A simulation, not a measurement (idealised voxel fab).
Process module, titled voxel self aligned vias
FYI the section here is cut, 225 nm wide, cells are 5 nm squares.
Bands, listed from the top down, are how a cross-section gets written in this document; the cross-section itself is a grid of square cells, and a band is one or more rows of them.
It is stipulated that each band's entry specify, in nanometres, the height of the top of the band and then that of its bottom, followed by the materials of the band in left-to-right sequence, each together with its width in nanometres. A single material marked by the word "throughout" is understood to fill the band from edge to edge; the word "empty" is understood to denote empty space.
A quick word on heights: they are counted from 0, and under that level the wafer as it came to us is one material throughout. The lowest band is different from the rest in having no bottom; it simply continues downward, written as in "0..down".
Width spec "30 to 40" -> top row of cells at first value, bottom row at second value, equal per-row change in between.
"no alteration" after a step means that no cell of the cross-section changed.
Empty spaces counting at least 8 cells and having no open way to the top are listed in "Closed void catalog". The notation width x height at distance is used for each, the distance being from the left edge and all three values in nm.
On a step's line, text after the settings is the simulator commenting on that step.
overlay nm: on a step with a mask, how far right of its planned place the mask lay; negative means left.
## Listed below are the process steps as planned
1 RECEIVE: material Si
2 CONFORMAL_DEP: material SiO2, thk nm 15
3 CONFORMAL_DEP: material SiCN, thk nm 5
4 DIRECTIONAL_DEP: material SiO2, thk nm 20
5 DIRECTIONAL_DEP: material aC, thk nm 10
6 PATTERN: tone open, mask id LINES, material resist, width nm 20, pitch nm 45, thk nm 30, overlay nm 0
7 DIRECTIONAL_ETCH: etch materials aC, depth nm 10
8 STRIP: etch materials resist
9 DIRECTIONAL_ETCH: etch materials SiO2, depth nm 20
10 STRIP: etch materials aC
11 CONFORMAL_DEP: material TiN, thk nm 5
12 FILL_DEP: material Ru, thk nm 5
13 CMP: height nm 40
14 SELECTIVE_ETCH: etch materials W Ru TiN, depth nm 10
15 FILL_DEP: material SiN, thk nm 10
16 CMP: height nm 40
17 DIRECTIONAL_DEP: material SiO2, thk nm 20
18 MASKED_ETCH: tone open, mask id VIAS, width nm 30, pitch nm 90, etch materials SiO2, depth nm 20, overlay nm 0
19 MASKED_ETCH: tone open, mask id VIAS, width nm 30, pitch nm 90, etch materials SiN, depth nm 10, overlay nm 0
20 CONFORMAL_DEP: material TiN, thk nm 5
21 FILL_DEP: material W, thk nm 10
22 CMP: height nm 60
23 CONFORMAL_DEP: material SiCN, thk nm 5
## as received, after step 1
  0..down = Si throughout
  Closed void catalog: none
## End-of-module cross-section. Starting structure and process plan as above; one mistake made in running it
  65..60 = SiCN throughout
  60..45 = SiO2: 50; TiN: 5; W: 20; TiN: 5; SiO2: 60; TiN: 5; W: 20; TiN: 5; SiO2: 55
  45..40 = SiO2: 50; TiN: 10; W: 5; TiN: 15; SiO2: 60; TiN: 10; W: 5; TiN: 15; SiO2: 55
  40..35 = SiO2: 55; TiN: 5; W: 5; TiN: 5; SiN: 5; SiO2: 25; SiN: 20; SiO2: 25; TiN: 5; W: 5; TiN: 5; SiN: 5; SiO2: 60
  35..30 = SiO2: 55; TiN: 15; SiN: 5; SiO2: 25; SiN: 20; SiO2: 25; TiN: 15; SiN: 5; SiO2: 60
  30..25 = SiO2: 55; TiN: 5; Ru: 10; TiN: 5; SiO2: 25; TiN: 5; Ru: 10; TiN: 5; SiO2: 25; TiN: 5; Ru: 10; TiN: 5; SiO2: 60
  25..20 = SiO2: 55; TiN: 20; SiO2: 25; TiN: 20; SiO2: 25; TiN: 20; SiO2: 60
  20..15 = SiCN throughout
  15..0 = SiO2 throughout
  0..down = Si throughout
  Closed void catalog: none
what went wrong: it should be noted that step 19 was executed with settings other than those planned, the operation and settings actually applied being MASKED_ETCH: tone open, mask id VIAS, width nm 30, pitch nm 90, etch materials SiN, depth nm 10, overlay nm -10
